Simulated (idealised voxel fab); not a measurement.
process module | voxel spacer lines
cross-section cut | 270 nm wide | cells 5 nm
A cross-section is a grid of square cells, given in bands from the top down. A band is one or more rows of cells.
Each band's line starts with the height of the band's top and of its bottom, in nm. Then come its materials from left to right, each with its width in nm. One material with "throughout" fills the band from edge to edge. "air" is empty space.
Height 0 is the level under which the wafer as received is all one material. The lowest band goes on downwards, as in "0 down".
A width such as "30 to 40" changes by the same amount from each row of cells to the next, from the band's top row to its bottom row.
"no change" after a step means that no cell of the cross-section changed.
closed voids: empty space of 8 cells or more with no open way to the top, each as width x height at its distance from the left edge, in nm
after a step's settings: what the simulator itself notes on the step
overlay nm, on a step with a mask: how far to the right of its planned place the mask lay; to the left if negative
plan
1 op RECEIVE | material Si
2 op CONFORMAL_DEP | material Al2O3 | thk nm 10
3 op DIRECTIONAL_DEP | material polySi | thk nm 20
4 op DIRECTIONAL_DEP | material aC | thk nm 25
5 op PATTERN | tone cover | mask id MANDREL | material resist | width nm 25 | pitch nm 80 | thk nm 35 | overlay nm 0
6 op DIRECTIONAL_ETCH | etch materials aC | depth nm 25
7 op STRIP | etch materials resist
8 op CONFORMAL_DEP | material SiN | thk nm 15
9 op DIRECTIONAL_ETCH | etch materials SiN | depth nm 15
10 op STRIP | etch materials aC
11 op DIRECTIONAL_ETCH | etch materials polySi | depth nm 20
12 op STRIP | etch materials SiN
as received, after step 1
  0 down: Si throughout
  closed voids: none
a wafer at the end: this start, this plan, one mistake
  20 to 0: air 65 | polySi 15 | air 25 | polySi 15 | air 25 | polySi 15 | air 25 | polySi 15 | air 70
  0 down: Si throughout
  closed voids: none
what went wrong: step 2 was left out
